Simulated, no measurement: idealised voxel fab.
process module | voxel lift off
cross-section cut | 185 nm wide | cells 5 nm
A cross-section is a grid of square cells, given in bands from the top down. A band is one or more rows of cells.
Each band's line starts with the height of the band's top and of its bottom, in nm. Then come its materials from left to right, each with its width in nm. One material with "throughout" fills the band from edge to edge. "air" is empty space.
Height 0 is the level under which the wafer as received is all one material. The lowest band goes on downwards, as in "0 down".
A width such as "30 to 40" changes by the same amount from each row of cells to the next, from the band's top row to its bottom row.
"no change" after a step means that no cell of the cross-section changed.
closed voids: empty space of 8 cells or more with no open way to the top, each as width x height at its distance from the left edge, in nm
after a step's settings: what the simulator itself notes on the step
overlay nm, on a step with a mask: how far to the right of its planned place the mask lay; to the left if negative
plan
1 op RECEIVE | material Si
2 op CONFORMAL_DEP | material SiO2 | thk nm 15
3 op PATTERN | tone open | mask id LINES | material resist | width nm 25 | pitch nm 55 | thk nm 25 | overlay nm 0
4 op DIRECTIONAL_DEP | material Ru | thk nm 10
5 op STRIP | etch materials resist
6 op CONFORMAL_DEP | material SiO2 | thk nm 10
first wafer, as planned
as received, after step 1
  0 down: Si throughout
  closed voids: none
after step 2
  15 to 0: SiO2 throughout
  below 0: unchanged
after step 3
  40 to 15: resist 50 | air 25 | resist 30 | air 25 | resist 55
  below 15: unchanged
after step 4
  50 to 40: Ru 50 | air 25 | Ru 30 | air 25 | Ru 55
  40 to 25: resist 50 | air 25 | resist 30 | air 25 | resist 55
  25 to 15: resist 50 | Ru 25 | resist 30 | Ru 25 | resist 55
  below 15: unchanged
after step 5
  25 to 15: air 50 | Ru 25 | air 30 | Ru 25 | air 55
  below 15: unchanged
after step 6
  35 to 25: air 40 | SiO2 45 | air 10 | SiO2 45 | air 45
  25 to 15: SiO2 50 | Ru 25 | SiO2 30 | Ru 25 | SiO2 55
  below 15: unchanged
second wafer: like start, like plan, one mistake. Through step 2 it matches the first wafer
when step 3 should have ended
  40 to 15: resist 45 | air 35 | resist 20 | air 35 | resist 50
  below 15: unchanged
when step 4 should have ended
  50 to 40: Ru 45 | air 35 | Ru 20 | air 35 | Ru 50
  40 to 25: resist 45 | air 35 | resist 20 | air 35 | resist 50
  25 to 15: resist 45 | Ru 35 | resist 20 | Ru 35 | resist 50
  below 15: unchanged
when step 5 should have ended
  25 to 15: air 45 | Ru 35 | air 20 | Ru 35 | air 50
  below 15: unchanged
when step 6 should have ended
  35 to 25: air 35 | SiO2 110 | air 40
  25 to 15: SiO2 45 | Ru 35 | SiO2 20 | Ru 35 | SiO2 50
  below 15: unchanged
what went wrong: step 3 ran as: op PATTERN | tone open | mask id LINES | material resist | width nm 35 | pitch nm 55 | thk nm 25 | overlay nm 0
at the end the second wafer has, in cells: 8 more of Ru
